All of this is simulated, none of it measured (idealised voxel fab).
process module | voxel double patterning
cross-section cut | 220 nm wide | cells 5 nm
A cross-section is a grid of square cells, given in bands from the top down. A band is one or more rows of cells.
Each band's line starts with the height of the band's top and of its bottom, in nm. Then come its materials from left to right, each with its width in nm. One material with "throughout" fills the band from edge to edge. "air" is empty space.
Height 0 is the level under which the wafer as received is all one material. The lowest band goes on downwards, as in "0 down".
A width such as "30 to 40" changes by the same amount from each row of cells to the next, from the band's top row to its bottom row.
"no change" after a step means that no cell of the cross-section changed.
closed voids: empty space of 8 cells or more with no open way to the top, each as width x height at its distance from the left edge, in nm
after a step's settings: what the simulator itself notes on the step
overlay nm, on a step with a mask: how far to the right of its planned place the mask lay; to the left if negative
plan
1 op RECEIVE | material Si
2 op CONFORMAL_DEP | material SiO2 | thk nm 10
3 op DIRECTIONAL_DEP | material W | thk nm 15
4 op DIRECTIONAL_DEP | material SiCN | thk nm 5
5 op DIRECTIONAL_DEP | material aC | thk nm 10
6 op PATTERN | tone open | mask id FIRST | material resist | width nm 15 | pitch nm 50 | thk nm 25 | overlay nm 0
7 op DIRECTIONAL_ETCH | etch materials aC | depth nm 10
8 op STRIP | etch materials resist
9 op DIRECTIONAL_ETCH | etch materials SiCN | depth nm 5
10 op STRIP | etch materials aC
11 op DIRECTIONAL_DEP | material aC | thk nm 10
12 op PATTERN | tone open | mask id SECOND | material resist | width nm 15 | pitch nm 50 | thk nm 30 | overlay nm 0
13 op DIRECTIONAL_ETCH | etch materials aC | depth nm 10
14 op STRIP | etch materials resist
15 op DIRECTIONAL_ETCH | etch materials SiCN | depth nm 5
16 op STRIP | etch materials aC
17 op DIRECTIONAL_ETCH | etch materials W | depth nm 15
18 op STRIP | etch materials SiCN
as received, after step 1
  0 down: Si throughout
  closed voids: none
a wafer at the end: this start, this plan, one mistake
  25 to 15: SiO2 throughout
  15 to 0: W throughout
  0 down: Si throughout
  closed voids: none
what went wrong: steps 2 and 3 were swapped
